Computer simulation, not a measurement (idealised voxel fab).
You're looking at the process module voxel plated lines.
Shown is cross-section cut, with a width of 185 nm and square cells of size 5 nm.
Just so we're on the same page, the cross-sections are grids of square cells, and they're listed out in bands top to bottom, each band one or more rows deep. Basically the band line says how high the top is and how high the bottom is, in nm, and then what's in it from left to right, every material with its width in nm. Empty space shows up as "air", and if a single material carries "edge to edge" it runs the full band edge to edge. Height is counted from the level 0, under which the received wafer is composed throughout of one material. The lowest of the bands is not closed at the bottom but continues downward, in the notation "from 0 down". Quick explanation for "30..40": the width changes in equal steps down the rows of cells, from the first number in the band's top row to the second number in its bottom row. "nothing different" after a step means that no cell of the cross-section changed. Entry "Cavities, sealed" = empty spaces >= 8 cells with no open way to the top; each as width x height at distance, distance from left edge, all nm. Anything after a step's settings on that line? It's the simulator's own note about the step. The setting "overlay nm" may be written on the line of a step. When the step uses a mask, the value reports how far to the right of the planned place the mask lay, and a negative value reports that it lay to the left.

Listed below are the process steps as planned:
1) RECEIVE (material Si)
2) CONFORMAL_DEP (material Al2O3; thk nm 5)
3) DIRECTIONAL_DEP (material TiN; thk nm 5)
4) PATTERN (tone open; mask id LINES; material resist; width nm 20; pitch nm 40; thk nm 20; overlay nm 0)
5) EPI (material Ru; thk nm 10)
6) STRIP (etch materials resist)
7) DIRECTIONAL_ETCH (etch materials TiN; depth nm 5)
8) CONFORMAL_DEP (material SiN; thk nm 5)

The first of two wafers, run as planned:

Cross-section, incoming material, after step 1:
> from 0 down  Si edge to edge
> Cavities, sealed: none

Once step 2 is through, the wafer looks like this in cross-section:
> from 5 to 0  Al2O3 edge to edge
> Everything below 0 is unchanged.

Once step 3 is through, the wafer looks like this in cross-section:
> from 10 to 5  TiN edge to edge
> Everything below 5 is unchanged.

Once step 4 is through, the wafer looks like this in cross-section:
> from 30 to 10  resist (60) / air (20) / resist (20) / air (20) / resist (65)
> Everything below 10 is unchanged.

Once step 5 is through, the wafer looks like this in cross-section:
> from 30 to 20  resist (60) / air (20) / resist (20) / air (20) / resist (65)
> from 20 to 10  resist (60) / Ru (20) / resist (20) / Ru (20) / resist (65)
> Everything below 10 is unchanged.

Once step 6 is through, the wafer looks like this in cross-section:
> from 20 to 10  air (60) / Ru (20) / air (20) / Ru (20) / air (65)
> Everything below 10 is unchanged.

Once step 7 is through, the wafer looks like this in cross-section:
> from 20 to 10  air (60) / Ru (20) / air (20) / Ru (20) / air (65)
> from 10 to 5  air (60) / TiN (20) / air (20) / TiN (20) / air (65)
> Everything below 5 is unchanged.

Once step 8 is through, the wafer looks like this in cross-section:
> from 25 to 20  air (55) / SiN (30) / air (10) / SiN (30) / air (60)
> from 20 to 10  air (55) / SiN (5) / Ru (20) / SiN (5) / air (10) / SiN (5) / Ru (20) / SiN (5) / air (60)
> from 10 to 5  SiN (60) / TiN (20) / SiN (20) / TiN (20) / SiN (65)
> Everything below 5 is unchanged.

Second wafer: like start, like plan, one mistake. Through step 1 it matches the first wafer:

Look at the second wafer in cross-section at the time step 2 ought to have finished:
> from 15 to 0  Al2O3 edge to edge
> Everything below 0 is unchanged.

Look at the second wafer in cross-section at the time step 3 ought to have finished:
> from 20 to 15  TiN edge to edge
> Everything below 15 is unchanged.

Look at the second wafer in cross-section at the time step 4 ought to have finished:
> from 40 to 20  resist (60) / air (20) / resist (20) / air (20) / resist (65)
> Everything below 20 is unchanged.

Look at the second wafer in cross-section at the time step 5 ought to have finished:
> from 40 to 30  resist (60) / air (20) / resist (20) / air (20) / resist (65)
> from 30 to 20  resist (60) / Ru (20) / resist (20) / Ru (20) / resist (65)
> Everything below 20 is unchanged.

Look at the second wafer in cross-section at the time step 6 ought to have finished:
> from 30 to 20  air (60) / Ru (20) / air (20) / Ru (20) / air (65)
> Everything below 20 is unchanged.

Look at the second wafer in cross-section at the time step 7 ought to have finished:
> from 30 to 20  air (60) / Ru (20) / air (20) / Ru (20) / air (65)
> from 20 to 15  air (60) / TiN (20) / air (20) / TiN (20) / air (65)
> Everything below 15 is unchanged.

Look at the second wafer in cross-section at the time step 8 ought to have finished:
> from 35 to 30  air (55) / SiN (30) / air (10) / SiN (30) / air (60)
> from 30 to 20  air (55) / SiN (5) / Ru (20) / SiN (5) / air (10) / SiN (5) / Ru (20) / SiN (5) / air (60)
> from 20 to 15  SiN (60) / TiN (20) / SiN (20) / TiN (20) / SiN (65)
> Everything below 15 is unchanged.
What was the processing mistake? step 2 did not use the planned setting and instead ran as CONFORMAL_DEP (material Al2O3; thk nm 15)
Final comparison by cell count, materials where the second wafer has more or fewer than the first: +74 Al2O3
